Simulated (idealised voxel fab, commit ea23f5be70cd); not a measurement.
Process module in this document: voxel self aligned vias
Xsec cut, 225 nm wide, square cell size 5 nm.
A cross-section in this document is a grid of square cells, and it is written down as bands, the top band listed before the ones below it; a band is made up of one or more rows of cells. Per band: top height and bottom height in nm, followed by the left-to-right materials and their widths in nm; "everywhere" marks a single material spanning edge to edge, "air" marks empty space. The reference from which all heights are counted is 0, the level beneath which the as-received wafer is entirely one material; the lowest band, having no lower bound, proceeds downward and is written after the example "0..down". Per-row width for "30 to 40": begins at first number (top row of band), ends at second number (bottom row), increment between rows held constant. Take "everything unchanged" at face value: in the step it is given for, the cross-section changed in none of its cells. "Enclosed voids" specifies each empty space that is not open to the top and that occupies no fewer than 8 cells, using the form width x height at distance, the distance measured from the left edge and all three quantities in nm. That trailing text on a step's line, after the settings, is the simulator's own remark on the step. overlay nm: right-of-plan distance of the mask on a masked step; negative values mean left-of-plan.
Set out below are the planned steps of the process
step 1: RECEIVE (material Si)
step 2: CONFORMAL_DEP (material SiO2; thk nm 15)
step 3: CONFORMAL_DEP (material SiCN; thk nm 5)
step 4: DIRECTIONAL_DEP (material SiO2; thk nm 20)
step 5: MASKED_ETCH (tone open; mask id LINES; width nm 25; pitch nm 75; etch materials SiO2; depth nm 20; overlay nm 0)
step 6: CONFORMAL_DEP (material TiN; thk nm 5)
step 7: FILL_DEP (material W; thk nm 10)
step 8: CMP (height nm 40)
step 9: SELECTIVE_ETCH (etch materials W Ru TiN; depth nm 5)
step 10: FILL_DEP (material SiN; thk nm 10)
step 11: CMP (height nm 40)
step 12: DIRECTIONAL_DEP (material SiO2; thk nm 15)
step 13: DIRECTIONAL_DEP (material aC; thk nm 10)
step 14: PATTERN (tone open; mask id VIAS; material resist; width nm 45; pitch nm 75; thk nm 30; overlay nm 0)
step 15: DIRECTIONAL_ETCH (etch materials aC; depth nm 10)
step 16: STRIP (etch materials resist)
step 17: DIRECTIONAL_ETCH (etch materials SiO2; depth nm 15)
step 18: DIRECTIONAL_ETCH (etch materials SiN; depth nm 5)
step 19: STRIP (etch materials aC)
step 20: CONFORMAL_DEP (material TiN; thk nm 5)
step 21: FILL_DEP (material Cu; thk nm 10)
step 22: CMP (height nm 55)
step 23: CONFORMAL_DEP (material SiN; thk nm 5)
As received (post step 1): cross-section
0..down = Si everywhere
Enclosed voids: none
The plan above was carried out on the starting structure above with one mistake, and this cross-section shows the wafer at the end of the module
60..55 = SiN everywhere
55..45 = 50 of SiO2; 5 of TiN; 35 of Cu; 5 of TiN; 30 of SiO2; 5 of TiN; 35 of Cu; 5 of TiN; 55 of SiO2
45..40 = 50 of SiO2; 15 of TiN; 15 of Cu; 15 of TiN; 30 of SiO2; 15 of TiN; 15 of Cu; 15 of TiN; 55 of SiO2
40..35 = 60 of SiO2; 25 of TiN; 50 of SiO2; 25 of TiN; 65 of SiO2
35..30 = SiCN everywhere
30..0 = SiO2 everywhere
0..down = Si everywhere
Enclosed voids: none
Here's what went sideways: step 2 in the plan was executed twice
